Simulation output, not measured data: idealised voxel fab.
A process module follows: voxel capacitor over wiring.
Section cut is 285 nm wide and gridded with 5 nm square cells.
If you're reading a cross-section in this doc, picture square cells in a grid; it comes to you as bands, top ones listed first down to the bottom, and a band can be one or more rows of cells.
The entry gives the band's vertical extent as a top height and a bottom height in nm, then its horizontal make-up as materials from left to right, each with a width in nm. "empty" stands for empty space; a single material marked "all across" fills the band edge to edge.
The level at which height equals 0 is the one under which the wafer, as it arrives, is entirely one material. No lower edge exists for the bottom band, which continues downward and is notated as in "z 0 and below".
The notation "30 to 40" denotes a width that varies across the rows of cells in the band, beginning at the first number in the top row, finishing at the second number in the bottom row, and changing by an identical amount from each row to the next.
The designation "no alteration", where it is given for a processing step, indicates that no cell of the cross-section was altered in the course of that step.
Under "Sealed voids" you'll find the enclosed gaps, the ones with no way out to the top, that are 8 cells or bigger; each reads width x height at distance, with distance counted from the left edge, everything in nm.
On each step's line, the part that comes after the settings is the simulator's own comment on the step.
When a step includes a mask, the "overlay nm" setting on its line states how far to the right of its planned place that mask lay, and negative values state how far to the left.
Pairs, read this way: before one process step on the one hand, after it on the other, the after cross-section ending at the lowest band that changed; the step between, settings included, beneath. Same starting wafer throughout, but possibly different runs of this module, so no pair continues from the pair above unless its entry headed "Pre-process" says so.

# Pre-process
> z 110 to 100  Ru all across
> z 100 to 95  TiN: 105, Ru: 5, TiN: 175
> z 95 to 85  SiO2: 100, TiN: 5, Ru: 5, TiN: 5, SiO2: 170
> z 85 to 75  SiO2: 100 to 105, TiN: 15 to 60, SiO2: 170 to 120
> z 75 to 70  SiO2: 105, Al2O3: 60, SiO2: 120
> z 70 to 60  SiO2: 85, TiN: 5, SiO2: 15, TiN: 65, SiO2: 115
> z 60 to 55  lowk: 90, TiN: 15, lowk: 180
> z 55 to 50  lowk: 90, Al2O3: 15, lowk: 180
> z 50 to 45  lowk: 90, TiN: 15, lowk: 180
> z 45 to 40  SiCN: 90, TiN: 15, SiCN: 180
> z 40 to 20  Al2O3 all across
> z 20 to 15  TiN all across
> z 15 to 0  SiO2 all across
> z 0 and below  Si all across
> Sealed voids: none

# Step Result
> z 95 to 85  SiO2: 100, TiN: 5, Ru: 5, TiN: 5, SiO2: 170
> Anything lower than 85 is untouched.
> Sealed voids: none
Which process step falls between the two cross-sections above? CMP,height nm 95

Pre-process: after-state, pair directly above.

# Step Result
> z 100 to 95  SiN all across
> Anything lower than 95 is untouched.
> Sealed voids: none
Which process step falls between the two cross-sections above? CONFORMAL_DEP,material SiN,thk nm 5

# Pre-process
> z 80 to 75  empty: 90, TiN: 75, empty: 120
> z 75 to 70  empty: 90, Al2O3: 75, empty: 120
> z 70 to 60  TiN all across
> z 60 to 45  lowk: 90, Ru: 15, lowk: 180
> z 45 to 40  SiCN: 90, Ru: 15, SiCN: 180
> z 40 to 20  SiO2: 75, Ru: 30, SiO2: 70, Ru: 30, SiO2: 80
> z 20 to 15  SiO2: 75, TiN: 30, SiO2: 70, TiN: 30, SiO2: 80
> z 15 to 0  SiO2 all across
> z 0 and below  Si all across
> Sealed voids: none

# Step Result
> z 75 to 70  empty: 90, Al2O3: 75, empty: 120
> z 70 to 60  TiN: 85, empty: 5, TiN: 75, empty: 5, TiN: 115
> Anything lower than 60 is untouched.
> Sealed voids: none
Which process step falls between the two cross-sections above? MASKED_ETCH,tone open,mask id LOWER_PLATE,width nm 85,etch materials TiN,depth nm 10,overlay nm 0

Pre-process: after-state, pair directly above.

# Step Result
> z 95 to 75  SiO2 all across
> z 75 to 70  SiO2: 90, Al2O3: 75, SiO2: 120
> z 70 to 60  TiN: 85, SiO2: 5, TiN: 75, SiO2: 5, TiN: 115
> Anything lower than 60 is untouched.
> Sealed voids: none
Which process step falls between the two cross-sections above? FILL_DEP,material SiO2,thk nm 20

Pre-process: after-state, pair directly above.

# Step Result
> z 95 to 80  SiO2: 100, empty: 15, SiO2: 170
> Anything lower than 80 is untouched.
> Sealed voids: none
Which process step falls between the two cross-sections above? MASKED_ETCH,tone open,mask id PLUG_2,width nm 15,etch materials SiO2,depth nm 15,overlay nm 0

Pre-process: after-state, pair directly above.

# Step Result
> z 100 to 95  TiN: 105, empty: 5, TiN: 175
> z 95 to 85  SiO2: 100, TiN: 5, empty: 5, TiN: 5, SiO2: 170
> z 85 to 80  SiO2: 100, TiN: 15, SiO2: 170
> Anything lower than 80 is untouched.
> Sealed voids: none
Which process step falls between the two cross-sections above? CONFORMAL_DEP,material TiN,thk nm 5

Pre-process: after-state, pair directly above.

# Step Result
> z 110 to 100  Ru all across
> z 100 to 95  TiN: 105, Ru: 5, TiN: 175
> z 95 to 85  SiO2: 100, TiN: 5, Ru: 5, TiN: 5, SiO2: 170
> Anything lower than 85 is untouched.
> Sealed voids: none
Which process step falls between the two cross-sections above? FILL_DEP,material Ru,thk nm 10

Pre-process: after-state, pair directly above.

# Step Result
> z 95 to 85  SiO2: 100, TiN: 5, Ru: 5, TiN: 5, SiO2: 170
> Anything lower than 85 is untouched.
> Sealed voids: none
Which process step falls between the two cross-sections above? CMP,height nm 95

Pre-process: after-state, pair directly above.

# Step Result
> z 100 to 95  SiN all across
> Anything lower than 95 is untouched.
> Sealed voids: none
Which process step falls between the two cross-sections above? CONFORMAL_DEP,material SiN,thk nm 5
